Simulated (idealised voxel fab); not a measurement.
voxel self aligned contacts: a process module
Square cells of 5 nm make up the cross-section cut, whose width is 300 nm.
Heads up, the way a cross-section reads in here is a grid of square cells, handed over as bands from the top down, with every band being one or more rows of cells.
Top, bottom (nm), then materials left to right with widths (nm); lone material tagged "full width" fills the whole band edge to edge; "empty" = empty space.
Height is counted from the level 0, under which the received wafer is composed throughout of one material. The lowest of the bands is not closed at the bottom but continues downward, in the notation "z 0 and below".
The expression "30->40" gives the width at the extremes of the band, the first number at its top row of cells and the second at its bottom row, with the width changing by equal amounts from each row to the next in between.
"remains unaltered" means the step left every cell of the cross-section as it was.
The label "Unvented cavities" introduces a list of the empty spaces, 8 cells or larger, that have no open way up to the top; each entry in it reads width x height at distance, where the distance is taken from the left edge and all three are stated in nm.
after a step's settings: what the simulator itself notes on the step
You can add "overlay nm" to a step's line. For a step with a mask, it describes how far the mask lay to the right of its planned position, and a negative number describes a lay to the left.

### The planned process steps are enumerated hereunder
1: RECEIVE,material Si
2: OXIDIZE,depth nm 5
3: DIRECTIONAL_DEP,material polySi,thk nm 30
4: DIRECTIONAL_DEP,material SiN,thk nm 20
5: PATTERN,tone cover,mask id GATE,material resist,width nm 25,pitch nm 60,thk nm 20,overlay nm 0
6: DIRECTIONAL_ETCH,etch materials SiN,depth nm 20
7: DIRECTIONAL_ETCH,etch materials polySi,depth nm 30
8: STRIP,etch materials resist
9: CONFORMAL_DEP,material SiN,thk nm 10
10: DIRECTIONAL_ETCH,etch materials SiN,depth nm 10
11: FILL_DEP,material SiO2,thk nm 15
12: CMP,height nm 55
13: DIRECTIONAL_DEP,material aC,thk nm 15
14: PATTERN,tone open,mask id CONTACT,material resist,width nm 45,pitch nm 60,thk nm 30,overlay nm 0
15: DIRECTIONAL_ETCH,etch materials aC,depth nm 15
16: STRIP,etch materials resist
17: DIRECTIONAL_ETCH,etch materials SiO2,depth nm 60
18: STRIP,etch materials aC
19: CONFORMAL_DEP,material TiN,thk nm 5
20: FILL_DEP,material W,thk nm 5
21: CMP,height nm 55
22: CONFORMAL_DEP,material SiCN,thk nm 5

### Below: the first of two wafers, run as planned

### Wafer at receipt (post step 1), cross-section
z 0 and below: Si full width
Unvented cavities: none

### The wafer in cross-section once step 2 is complete
z 0 to -5: SiO2 full width
Nothing below the height -5 has changed.

### The wafer in cross-section once step 3 is complete
z 30 to 0: polySi full width
Nothing below the height 0 has changed.

### The wafer in cross-section once step 4 is complete
z 50 to 30: SiN full width
Nothing below the height 30 has changed.

### The wafer in cross-section once step 5 is complete
z 70 to 50: 75 empty | 25 resist | 35 empty | 25 resist | 35 empty | 25 resist | 80 empty
Nothing below the height 50 has changed.

### The wafer in cross-section once step 6 is complete
z 70 to 50: 75 empty | 25 resist | 35 empty | 25 resist | 35 empty | 25 resist | 80 empty
z 50 to 30: 75 empty | 25 SiN | 35 empty | 25 SiN | 35 empty | 25 SiN | 80 empty
Nothing below the height 30 has changed.

### The wafer in cross-section once step 7 is complete
z 70 to 50: 75 empty | 25 resist | 35 empty | 25 resist | 35 empty | 25 resist | 80 empty
z 50 to 30: 75 empty | 25 SiN | 35 empty | 25 SiN | 35 empty | 25 SiN | 80 empty
z 30 to 0: 75 empty | 25 polySi | 35 empty | 25 polySi | 35 empty | 25 polySi | 80 empty
Nothing below the height 0 has changed.

### The wafer in cross-section once step 8 is complete
z 50 to 30: 75 empty | 25 SiN | 35 empty | 25 SiN | 35 empty | 25 SiN | 80 empty
Nothing below the height 30 has changed.

### The wafer in cross-section once step 9 is complete
z 60 to 30: 65 empty | 45 SiN | 15 empty | 45 SiN | 15 empty | 45 SiN | 70 empty
z 30 to 10: 65 empty | 10 SiN | 25 polySi | 10 SiN | 15 empty | 10 SiN | 25 polySi | 10 SiN | 15 empty | 10 SiN | 25 polySi | 10 SiN | 70 empty
z 10 to 0: 75 SiN | 25 polySi | 35 SiN | 25 polySi | 35 SiN | 25 polySi | 80 SiN
Nothing below the height 0 has changed.

### The wafer in cross-section once step 10 is complete
z 50 to 30: 65 empty | 45 SiN | 15 empty | 45 SiN | 15 empty | 45 SiN | 70 empty
z 30 to 0: 65 empty | 10 SiN | 25 polySi | 10 SiN | 15 empty | 10 SiN | 25 polySi | 10 SiN | 15 empty | 10 SiN | 25 polySi | 10 SiN | 70 empty
Nothing below the height 0 has changed.

### The wafer in cross-section once step 11 is complete
z 65 to 50: SiO2 full width
z 50 to 30: 65 SiO2 | 45 SiN | 15 SiO2 | 45 SiN | 15 SiO2 | 45 SiN | 70 SiO2
z 30 to 0: 65 SiO2 | 10 SiN | 25 polySi | 10 SiN | 15 SiO2 | 10 SiN | 25 polySi | 10 SiN | 15 SiO2 | 10 SiN | 25 polySi | 10 SiN | 70 SiO2
Nothing below the height 0 has changed.

### The wafer in cross-section once step 12 is complete
z 55 to 50: SiO2 full width
Nothing below the height 50 has changed.

### The wafer in cross-section once step 13 is complete
z 70 to 55: aC full width
Nothing below the height 55 has changed.

### The wafer in cross-section once step 14 is complete
z 100 to 70: 95 resist | 45 empty | 15 resist | 45 empty | 100 resist
Nothing below the height 70 has changed.

### The wafer in cross-section once step 15 is complete
z 85 to 70: 95 resist | 45 empty | 15 resist | 45 empty | 100 resist
z 70 to 55: 95 aC | 45 empty | 15 aC | 45 empty | 100 aC
Nothing below the height 55 has changed.

### The wafer in cross-section once step 16 is complete
z 70 to 55: 95 aC | 45 empty | 15 aC | 45 empty | 100 aC
Nothing below the height 55 has changed.

### The wafer in cross-section once step 17 is complete
z 70 to 55: 95 aC | 45 empty | 15 aC | 45 empty | 100 aC
z 55 to 50: 95 SiO2 | 45 empty | 15 SiO2 | 45 empty | 100 SiO2
z 50 to 30: 65 SiO2 | 45 SiN | 15 empty | 45 SiN | 15 empty | 45 SiN | 70 SiO2
z 30 to 0: 65 SiO2 | 10 SiN | 25 polySi | 10 SiN | 15 empty | 10 SiN | 25 polySi | 10 SiN | 15 empty | 10 SiN | 25 polySi | 10 SiN | 70 SiO2
z 0 to -5: 110 SiO2 | 15 empty | 45 SiO2 | 15 empty | 115 SiO2
Nothing below the height -5 has changed.

### The wafer in cross-section once step 18 is complete
z 55 to 50: 95 SiO2 | 45 empty | 15 SiO2 | 45 empty | 100 SiO2
Nothing below the height 50 has changed.

### The wafer in cross-section once step 19 is complete
z 60 to 55: 100 TiN | 35 empty | 25 TiN | 35 empty | 105 TiN
z 55 to 50: 95 SiO2 | 20 TiN | 5 empty | 20 TiN | 15 SiO2 | 20 TiN | 5 empty | 20 TiN | 100 SiO2
z 50 to 30: 65 SiO2 | 45 SiN | 5 TiN | 5 empty | 5 TiN | 45 SiN | 5 TiN | 5 empty | 5 TiN | 45 SiN | 70 SiO2
z 30 to 0: 65 SiO2 | 10 SiN | 25 polySi | 10 SiN | 5 TiN | 5 empty | 5 TiN | 10 SiN | 25 polySi | 10 SiN | 5 TiN | 5 empty | 5 TiN | 10 SiN | 25 polySi | 10 SiN | 70 SiO2
z 0 to -5: 110 SiO2 | 15 TiN | 45 SiO2 | 15 TiN | 115 SiO2
Nothing below the height -5 has changed.

### The wafer in cross-section once step 20 is complete
z 65 to 60: W full width
z 60 to 55: 100 TiN | 35 W | 25 TiN | 35 W | 105 TiN
z 55 to 50: 95 SiO2 | 20 TiN | 5 W | 20 TiN | 15 SiO2 | 20 TiN | 5 W | 20 TiN | 100 SiO2
z 50 to 30: 65 SiO2 | 45 SiN | 5 TiN | 5 W | 5 TiN | 45 SiN | 5 TiN | 5 W | 5 TiN | 45 SiN | 70 SiO2
z 30 to 0: 65 SiO2 | 10 SiN | 25 polySi | 10 SiN | 5 TiN | 5 W | 5 TiN | 10 SiN | 25 polySi | 10 SiN | 5 TiN | 5 W | 5 TiN | 10 SiN | 25 polySi | 10 SiN | 70 SiO2
Nothing below the height 0 has changed.

### The wafer in cross-section once step 21 is complete
z 55 to 50: 95 SiO2 | 20 TiN | 5 W | 20 TiN | 15 SiO2 | 20 TiN | 5 W | 20 TiN | 100 SiO2
Nothing below the height 50 has changed.

### The wafer in cross-section once step 22 is complete
z 60 to 55: SiCN full width
Nothing below the height 55 has changed.

### For the second wafer, take the first wafer's start and plan, then add one mistake made in running it; everything through step 8, that step included, is shared with the first

Second wafer, cross-section, planned end of step 9: remains unaltered

### Second wafer, cross-section, planned end of step 10
z 40 to 30: 75 empty | 25 SiN | 35 empty | 25 SiN | 35 empty | 25 SiN | 80 empty
Nothing below the height 30 has changed.

### Second wafer, cross-section, planned end of step 11
z 55 to 40: SiO2 full width
z 40 to 30: 75 SiO2 | 25 SiN | 35 SiO2 | 25 SiN | 35 SiO2 | 25 SiN | 80 SiO2
z 30 to 0: 75 SiO2 | 25 polySi | 35 SiO2 | 25 polySi | 35 SiO2 | 25 polySi | 80 SiO2
Nothing below the height 0 has changed.

Second wafer, cross-section, planned end of step 12: remains unaltered

### Second wafer, cross-section, planned end of step 13
z 70 to 55: aC full width
Nothing below the height 55 has changed.

### Second wafer, cross-section, planned end of step 14
z 100 to 70: 95 resist | 45 empty | 15 resist | 45 empty | 100 resist
Nothing below the height 70 has changed.

### Second wafer, cross-section, planned end of step 15
z 85 to 70: 95 resist | 45 empty | 15 resist | 45 empty | 100 resist
z 70 to 55: 95 aC | 45 empty | 15 aC | 45 empty | 100 aC
Nothing below the height 55 has changed.

### Second wafer, cross-section, planned end of step 16
z 70 to 55: 95 aC | 45 empty | 15 aC | 45 empty | 100 aC
Nothing below the height 55 has changed.

### Second wafer, cross-section, planned end of step 17
z 70 to 55: 95 aC | 45 empty | 15 aC | 45 empty | 100 aC
z 55 to 40: 95 SiO2 | 45 empty | 15 SiO2 | 45 empty | 100 SiO2
z 40 to 30: 75 SiO2 | 25 SiN | 35 empty | 25 SiN | 35 empty | 25 SiN | 80 SiO2
z 30 to 0: 75 SiO2 | 25 polySi | 35 empty | 25 polySi | 35 empty | 25 polySi | 80 SiO2
z 0 to -5: 100 SiO2 | 35 empty | 25 SiO2 | 35 empty | 105 SiO2
Nothing below the height -5 has changed.

### Second wafer, cross-section, planned end of step 18
z 55 to 40: 95 SiO2 | 45 empty | 15 SiO2 | 45 empty | 100 SiO2
Nothing below the height 40 has changed.

### Second wafer, cross-section, planned end of step 19
z 60 to 55: 100 TiN | 35 empty | 25 TiN | 35 empty | 105 TiN
z 55 to 45: 95 SiO2 | 5 TiN | 35 empty | 5 TiN | 15 SiO2 | 5 TiN | 35 empty | 5 TiN | 100 SiO2
z 45 to 40: 95 SiO2 | 10 TiN | 25 empty | 10 TiN | 15 SiO2 | 10 TiN | 25 empty | 10 TiN | 100 SiO2
z 40 to 30: 75 SiO2 | 25 SiN | 5 TiN | 25 empty | 5 TiN | 25 SiN | 5 TiN | 25 empty | 5 TiN | 25 SiN | 80 SiO2
z 30 to 0: 75 SiO2 | 25 polySi | 5 TiN | 25 empty | 5 TiN | 25 polySi | 5 TiN | 25 empty | 5 TiN | 25 polySi | 80 SiO2
z 0 to -5: 100 SiO2 | 35 TiN | 25 SiO2 | 35 TiN | 105 SiO2
Nothing below the height -5 has changed.

### Second wafer, cross-section, planned end of step 20
z 65 to 60: W full width
z 60 to 55: 100 TiN | 35 W | 25 TiN | 35 W | 105 TiN
z 55 to 45: 95 SiO2 | 5 TiN | 35 W | 5 TiN | 15 SiO2 | 5 TiN | 35 W | 5 TiN | 100 SiO2
z 45 to 40: 95 SiO2 | 10 TiN | 25 W | 10 TiN | 15 SiO2 | 10 TiN | 25 W | 10 TiN | 100 SiO2
z 40 to 30: 75 SiO2 | 25 SiN | 5 TiN | 25 W | 5 TiN | 25 SiN | 5 TiN | 25 W | 5 TiN | 25 SiN | 80 SiO2
z 30 to 0: 75 SiO2 | 25 polySi | 5 TiN | 25 W | 5 TiN | 25 polySi | 5 TiN | 25 W | 5 TiN | 25 polySi | 80 SiO2
Nothing below the height 0 has changed.

### Second wafer, cross-section, planned end of step 21
z 55 to 45: 95 SiO2 | 5 TiN | 35 W | 5 TiN | 15 SiO2 | 5 TiN | 35 W | 5 TiN | 100 SiO2
Nothing below the height 45 has changed.

### Second wafer, cross-section, planned end of step 22
z 60 to 55: SiCN full width
Nothing below the height 55 has changed.
Short version of what went wrong: no execution of plan step 9; skipped
Looking at both finished wafers in cells, the second ends up ahead of or behind the first on some materials: -150 SiN, +54 SiO2, +96 W
